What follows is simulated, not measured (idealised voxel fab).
process module | voxel gate over fins
cross-section cut | 300 nm wide | cells 5 nm
A cross-section is a grid of square cells, given in bands from the top down. A band is one or more rows of cells.
Each band's line starts with the height of the band's top and of its bottom, in nm. Then come its materials from left to right, each with its width in nm. One material with "throughout" fills the band from edge to edge. "air" is empty space.
Height 0 is the level under which the wafer as received is all one material. The lowest band goes on downwards, as in "0 down".
A width such as "30 to 40" changes by the same amount from each row of cells to the next, from the band's top row to its bottom row.
"no change" after a step means that no cell of the cross-section changed.
closed voids: empty space of 8 cells or more with no open way to the top, each as width x height at its distance from the left edge, in nm
after a step's settings: what the simulator itself notes on the step
overlay nm, on a step with a mask: how far to the right of its planned place the mask lay; to the left if negative
plan
1 op RECEIVE | material Si
2 op CONFORMAL_DEP | material SiN | thk nm 10
3 op PATTERN | tone cover | mask id FINS | material resist | width nm 15 | pitch nm 45 | thk nm 20 | overlay nm 0
4 op DIRECTIONAL_ETCH | etch materials SiN | depth nm 10
5 op DIRECTIONAL_ETCH | etch materials Si | depth nm 40
6 op STRIP | etch materials resist
7 op OXIDIZE | depth nm 5
8 op FILL_DEP | material SiO2 | thk nm 5
9 op CMP | height nm 10
10 op SELECTIVE_ETCH | etch materials SiO2 | depth nm 20
11 op STRIP | etch materials SiN
12 op CONFORMAL_DEP | material HfO2 | thk nm 5
13 op CONFORMAL_DEP | material TiN | thk nm 5
14 op CONFORMAL_DEP | material TiAl | thk nm 5
15 op CONFORMAL_DEP | material TiN | thk nm 5
16 op FILL_DEP | material W | thk nm 10
17 op CMP | height nm 25
18 op CONFORMAL_DEP | material SiN | thk nm 5
as received, after step 1
  0 down: Si throughout
  closed voids: none
first wafer at the end, as planned
  30 to 25: SiN throughout
  25 to 20: W throughout
  20 to 15: W 105 | TiN 90 | W 105
  15 to 10: W 105 | TiN 5 | TiAl 35 | TiN 10 | TiAl 35 | TiN 5 | W 105
  10 to 5: TiN 110 | TiAl 5 | TiN 25 | TiAl 5 | TiN 10 | TiAl 5 | TiN 25 | TiAl 5 | TiN 110
  5 to 0: TiAl 115 | TiN 5 | HfO2 15 | TiN 5 | TiAl 20 | TiN 5 | HfO2 15 | TiN 5 | TiAl 115
  0 to -5: TiN 120 | HfO2 5 | Si 5 | HfO2 5 | TiN 30 | HfO2 5 | Si 5 | HfO2 5 | TiN 120
  -5 to -10: HfO2 125 | Si 5 | HfO2 40 | Si 5 | HfO2 125
  -10 to -45: SiO2 125 | Si 5 | SiO2 40 | Si 5 | SiO2 125
  -45 down: Si throughout
  closed voids: none
second wafer at the end: like start, like plan, one mistake
  30 to 25: SiN throughout
  25 to 20: W throughout
  20 to 15: W 105 | TiN 90 | W 105
  15 to 10: W 105 | TiN 5 | TiAl 35 | TiN 10 | TiAl 35 | TiN 5 | W 105
  10 to 5: TiN 110 | TiAl 5 | TiN 25 | TiAl 5 | TiN 10 | TiAl 5 | TiN 25 | TiAl 5 | TiN 110
  5 to 0: TiAl 115 | TiN 5 | HfO2 15 | TiN 5 | TiAl 20 | TiN 5 | HfO2 15 | TiN 5 | TiAl 115
  0 to -5: TiN 120 | HfO2 5 | Si 5 | HfO2 5 | TiN 30 | HfO2 5 | Si 5 | HfO2 5 | TiN 120
  -5 to -10: HfO2 125 | Si 5 | HfO2 40 | Si 5 | HfO2 125
  -10 to -50: SiO2 125 | Si 5 | SiO2 40 | Si 5 | SiO2 125
  -50 down: Si throughout
  closed voids: none
what went wrong: step 5 ran as: op DIRECTIONAL_ETCH | etch materials Si | depth nm 45
at the end the second wafer has, in cells: 58 fewer of Si | 58 more of SiO2
